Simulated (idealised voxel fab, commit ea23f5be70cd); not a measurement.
Proc. module: voxel air gaps
This is section cut - it's 235 nm across, gridded in 5 nm square cells.
Square cells in a grid make up a cross-section in this document, and the grid is given as bands, listed from the top down, each one or more rows of cells.
Heads up on the band format: heights come first, top then bottom, in nm. After that it's the materials left to right, each with its width in nm. A single material flagged "all across" fills the whole band edge to edge, and "blank" means there's empty space there.
All heights in this document are referenced to 0, defined as the level beneath which the wafer, as received, consists entirely of one material. The lowest band is not bounded below; it extends indefinitely downward and is written in the form "0 nm and below".
The two numbers in a width such as "30->40" mark its ends across the band: the first belongs to the top row of cells, the second to the bottom row, and from each row to the next the width moves by the same amount.
When a step is marked "identical to before", none of the cells in the cross-section changed during that step.
Heads up: "Closed empty spaces" only lists the empty pockets with no open path to the top that are 8 cells or more, and it writes them as width x height at distance, distance from the left edge, in nm.
Formally, on a step line, whatever follows the settings is a remark that the simulator itself makes on the step.
For masked steps, "overlay nm" on the step line gives how far right of plan the mask actually lay; a minus sign means it lay to the left.

Intended process steps:
1,RECEIVE | material Si
2,CONFORMAL_DEP | material SiO2 | thk nm 10
3,CONFORMAL_DEP | material SiN | thk nm 5
4,DIRECTIONAL_DEP | material SiO2 | thk nm 40
5,DIRECTIONAL_DEP | material aC | thk nm 15
6,PATTERN | tone open | mask id LINES | material resist | width nm 15 | pitch nm 45 | thk nm 30 | overlay nm 0
7,DIRECTIONAL_ETCH | etch materials aC | depth nm 15
8,STRIP | etch materials resist
9,DIRECTIONAL_ETCH | etch materials SiO2 | depth nm 40
10,STRIP | etch materials aC
11,CONFORMAL_DEP | material TiN | thk nm 5
12,FILL_DEP | material Ru | thk nm 10
13,CMP | height nm 55
14,EPI | material Ru | thk nm 10
15,SELECTIVE_ETCH | etch materials SiO2 | depth nm 50
16,CONFORMAL_DEP | material SiN | thk nm 5
Every wafer here starts from the same state; it is the step 6 width nm that distinguishes them, and the value the plan gives belongs to the first wafer.

The first of several wafers in cross-section, exactly as it reached us after step 1:
    0 nm and below  Si all across
    Closed empty spaces: none

Here's the first of several wafers in cross-section, end of the module, after the last step, step 16:
    70 nm to 65 nm  50 of blank, 135 of SiN, 50 of blank
    65 nm to 55 nm  50 of blank, 5 of SiN, 35 of Ru, 10 of SiN, 35 of Ru, 10 of SiN, 35 of Ru, 5 of SiN, 50 of blank
    55 nm to 50 nm  50 of blank, 15 of SiN, 5 of TiN, 5 of Ru, 5 of TiN, 30 of SiN, 5 of TiN, 5 of Ru, 5 of TiN, 30 of SiN, 5 of TiN, 5 of Ru, 5 of TiN, 15 of SiN, 50 of blank
    50 nm to 20 nm  60 of blank, 5 of SiN, 5 of TiN, 5 of Ru, 5 of TiN, 5 of SiN, 20 of blank, 5 of SiN, 5 of TiN, 5 of Ru, 5 of TiN, 5 of SiN, 20 of blank, 5 of SiN, 5 of TiN, 5 of Ru, 5 of TiN, 5 of SiN, 60 of blank
    20 nm to 15 nm  65 of SiN, 15 of TiN, 30 of SiN, 15 of TiN, 30 of SiN, 15 of TiN, 65 of SiN
    15 nm to 10 nm  SiN all across
    10 nm to 0 nm  SiO2 all across
    0 nm and below  Si all across
    Closed empty spaces: 20 x 30 at 85; 20 x 30 at 130

Showing the last wafer in cross-section at the end of the module:
    70 nm to 65 nm  45 of blank, 150 of SiN, 40 of blank
    65 nm to 55 nm  45 of blank, 5 of SiN, 140 of Ru, 5 of SiN, 40 of blank
    55 nm to 50 nm  45 of blank, 15 of SiN, 5 of TiN, 20 of Ru, 5 of TiN, 15 of SiO2, 5 of TiN, 20 of Ru, 5 of TiN, 15 of SiO2, 5 of TiN, 20 of Ru, 5 of TiN, 15 of SiN, 40 of blank
    50 nm to 20 nm  55 of blank, 5 of SiN, 5 of TiN, 20 of Ru, 5 of TiN, 15 of SiO2, 5 of TiN, 20 of Ru, 5 of TiN, 15 of SiO2, 5 of TiN, 20 of Ru, 5 of TiN, 5 of SiN, 50 of blank
    20 nm to 15 nm  60 of SiN, 30 of TiN, 15 of SiO2, 30 of TiN, 15 of SiO2, 30 of TiN, 55 of SiN
    15 nm to 10 nm  SiN all across
    10 nm to 0 nm  SiO2 all across
    0 nm and below  Si all across
    Closed empty spaces: none

Heads up, this table goes wafer by wafer. A row tells you, at the end of the module, how many cells of each material that wafer has put on (+) or dropped (-) since it was received, and then its closed voids:
width nm 15, +63 Ru, +178 SiN, +94 SiO2, +51 TiN, Closed empty spaces: 20 x 30 at 85; 20 x 30 at 130
width nm 20, +90 Ru, +170 SiN, +94 SiO2, +54 TiN, Closed empty spaces: 15 x 30 at 90; 15 x 30 at 135
width nm 25, +117 Ru, +122 SiN, +158 SiO2, +57 TiN, Closed empty spaces: none
width nm 30, +140 Ru, +122 SiN, +142 SiO2, +60 TiN, Closed empty spaces: none
